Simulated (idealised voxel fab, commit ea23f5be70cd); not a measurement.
The name of this process module is voxel wiring stack.
Section shown: cut. Width: 220 nm. Cell size: 5 nm, square.
Heads up, the way a cross-section reads in here is a grid of square cells, handed over as bands from the top down, with every band being one or more rows of cells.
What a band's entry tells you: where the top is and where the bottom is, as heights in nm, and after that what lies inside, material by material from left to right, each with its width in nm. Empty space is written as the word "blank", and a single material marked with the word "all across" occupies the band from edge to edge.
Heights are measured from 0, the level below which the as-received wafer is all one material; the lowest band has no bottom and continues downward, written as in "top 0, no bottom".
Note: "30..40" means the width goes from the first number (top row of the band) to the second number (bottom row) in equal steps per row of cells.
Take "nothing altered" at face value: in the step it is given for, the cross-section changed in none of its cells.
The entry titled "Enclosed cavities" provides the empty spaces that have no open way to the top, restricted to those of 8 cells or more. Each is presented as width x height at distance, the distance being measured from the left edge, with all three in nm.
Text after the settings on a step's line: the simulator's own remark on that step.
"overlay nm" on a masked step: distance the mask lay right of its planned place, negative for left.
# The planned process steps are enumerated hereunder
step 1: RECEIVE with material Si
step 2: CONFORMAL_DEP with material SiO2, thk nm 15
step 3: DIRECTIONAL_DEP with material TiN, thk nm 5
step 4: DIRECTIONAL_DEP with material W, thk nm 15
step 5: DIRECTIONAL_DEP with material aC, thk nm 10
step 6: PATTERN with tone cover, mask id METAL_1, material resist, width nm 25, pitch nm 40, thk nm 30, overlay nm 0
step 7: DIRECTIONAL_ETCH with etch materials aC, depth nm 10
step 8: STRIP with etch materials resist
step 9: DIRECTIONAL_ETCH with etch materials W, depth nm 15
step 10: DIRECTIONAL_ETCH with etch materials TiN, depth nm 5
step 11: STRIP with etch materials aC
step 12: CONFORMAL_DEP with material SiCN, thk nm 5
step 13: FILL_DEP with material SiO2, thk nm 5
step 14: CMP with height nm 35
step 15: CONFORMAL_DEP with material SiCN, thk nm 5
step 16: DIRECTIONAL_DEP with material SiO2, thk nm 30
step 17: DIRECTIONAL_DEP with material aC, thk nm 10
step 18: PATTERN with tone open, mask id METAL_2, material resist, width nm 25, pitch nm 40, thk nm 30, overlay nm 0
step 19: DIRECTIONAL_ETCH with etch materials aC, depth nm 10
step 20: STRIP with etch materials resist
step 21: DIRECTIONAL_ETCH with etch materials SiO2, depth nm 15
step 22: STRIP with etch materials aC
step 23: MASKED_ETCH with tone open, mask id METAL_2_HOLES, width nm 15, pitch nm 40, etch materials SiO2, depth nm 15, overlay nm -15
step 24: MASKED_ETCH with tone open, mask id METAL_2_HOLES, width nm 15, pitch nm 40, etch materials SiCN, depth nm 5, overlay nm 0
step 25: CONFORMAL_DEP with material TiN, thk nm 5
step 26: FILL_DEP with material Cu, thk nm 10
step 27: CMP with height nm 70
step 28: CONFORMAL_DEP with material SiN, thk nm 5
For this document, wafers share an identical start and vary in the step 23 overlay nm; the plan quotes the first wafer's value.
# So this is the first of several wafers, cross-sectioned as it came to us, meaning it's at the end of step 1
- top 0, no bottom = Si all across
- Enclosed cavities: none
# Below, a row for every wafer. Read it as the end-of-module picture: for each material the wafer shows its cells gained (+) or lost (-) since it was received, and then its closed voids
overlay nm -15 | +28 Cu | +90 SiCN | +44 SiN | +438 SiO2 | +30 TiN | +30 W | Enclosed cavities: none
overlay nm -10 | +20 Cu | +88 SiCN | +44 SiN | +438 SiO2 | +40 TiN | +30 W | Enclosed cavities: none
overlay nm -5 | +16 Cu | +86 SiCN | +44 SiN | +438 SiO2 | +46 TiN | +30 W | Enclosed cavities: none
overlay nm 0 | +20 Cu | +84 SiCN | +44 SiN | +438 SiO2 | +44 TiN | +30 W | Enclosed cavities: none
overlay nm 5 | +18 Cu | +86 SiCN | +44 SiN | +438 SiO2 | +44 TiN | +30 W | Enclosed cavities: none
overlay nm 10 | +18 Cu | +88 SiCN | +44 SiN | +438 SiO2 | +42 TiN | +30 W | Enclosed cavities: none
overlay nm 15 | +16 Cu | +90 SiCN | +44 SiN | +438 SiO2 | +42 TiN | +30 W | Enclosed cavities: none
